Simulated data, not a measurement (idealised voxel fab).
The process module that follows is named voxel ribs on slabs.
The figure presents cross-section cut, which has a width of 270 nm and is divided into square cells with an edge length of 5 nm.
In this document a cross-section is written as a grid of square cells. It is given as a series of bands, listed from the top down, and a band is one or more rows of cells.
In this notation a band is specified by the heights of its top and bottom, in that order and in nm, after which its materials appear from left to right, each paired with its width in nm. The word "full width" attached to a single material means that material fills the band from edge to edge; the word "air" stands for empty space.
Below 0: as-received wafer, all one material; heights counted from there. Lowest band: no bottom, goes on down, written "0 -> down".
A two-number width, for instance "30..40", indicates that the width is equal to the first number in the top row of the band and to the second number in the bottom row, and that it changes by a constant amount per row of cells.
You'll sometimes find "everything unchanged" written for a step, and that's the way of saying that nowhere in the cross-section did a cell change during that step.
Voids not open to the top, 8 cells minimum: see "Fully enclosed voids". Written width x height at distance; distance is from the left edge; nm.
Anything after a step's settings on that line? It's the simulator's own note about the step.
overlay nm: mask offset rightward from planned place, masked step; negative means leftward offset.

-- The following list gives the planned process steps
| 1 | RECEIVE with material Si |
| 2 | DIRECTIONAL_DEP with material SiO2, thk nm 25 |
| 3 | DIRECTIONAL_DEP with material SiN, thk nm 20 |
| 4 | DIRECTIONAL_DEP with material aC, thk nm 15 |
| 5 | PATTERN with tone cover, mask id RIB, material resist, width nm 15, thk nm 35, overlay nm 0 |
| 6 | DIRECTIONAL_ETCH with etch materials aC, depth nm 15 |
| 7 | STRIP with etch materials resist |
| 8 | DIRECTIONAL_ETCH with etch materials SiN, depth nm 5 |
| 9 | STRIP with etch materials aC |
| 10 | MASKED_ETCH with tone cover, mask id SLAB, width nm 55, etch materials SiN, depth nm 15, overlay nm 0 |
| 11 | FILL_DEP with material SiO2, thk nm 15 |
| 12 | CMP with height nm 55 |
| 13 | DIRECTIONAL_DEP with material W, thk nm 10 |
| 14 | PATTERN with tone cover, mask id HEATER, material resist, width nm 25, thk nm 15, overlay nm 0 |
| 15 | DIRECTIONAL_ETCH with etch materials W, depth nm 10 |
| 16 | STRIP with etch materials resist |
| 17 | CONFORMAL_DEP with material SiN, thk nm 5 |

-- Cross-section, incoming material, after step 1
* 0 -> down | Si full width
* Fully enclosed voids: none

-- End-of-module cross-section. Starting structure and process plan as above; one mistake made in running it
* 70 -> 65 | SiN (125); air (15); SiN (130)
* 65 -> 60 | W (120); SiN (5); air (15); SiN (5); W (125)
* 60 -> 55 | W (120); SiN (25); W (125)
* 55 -> 45 | SiO2 full width
* 45 -> 40 | SiO2 (125); SiN (15); SiO2 (130)
* 40 -> 25 | SiO2 (105); SiN (55); SiO2 (110)
* 25 -> 0 | SiO2 full width
* 0 -> down | Si full width
* Fully enclosed voids: none
Plan not followed: note that step 14 departed from the planned setting and was carried out as PATTERN with tone open, mask id HEATER, material resist, width nm 25, thk nm 15, overlay nm 0
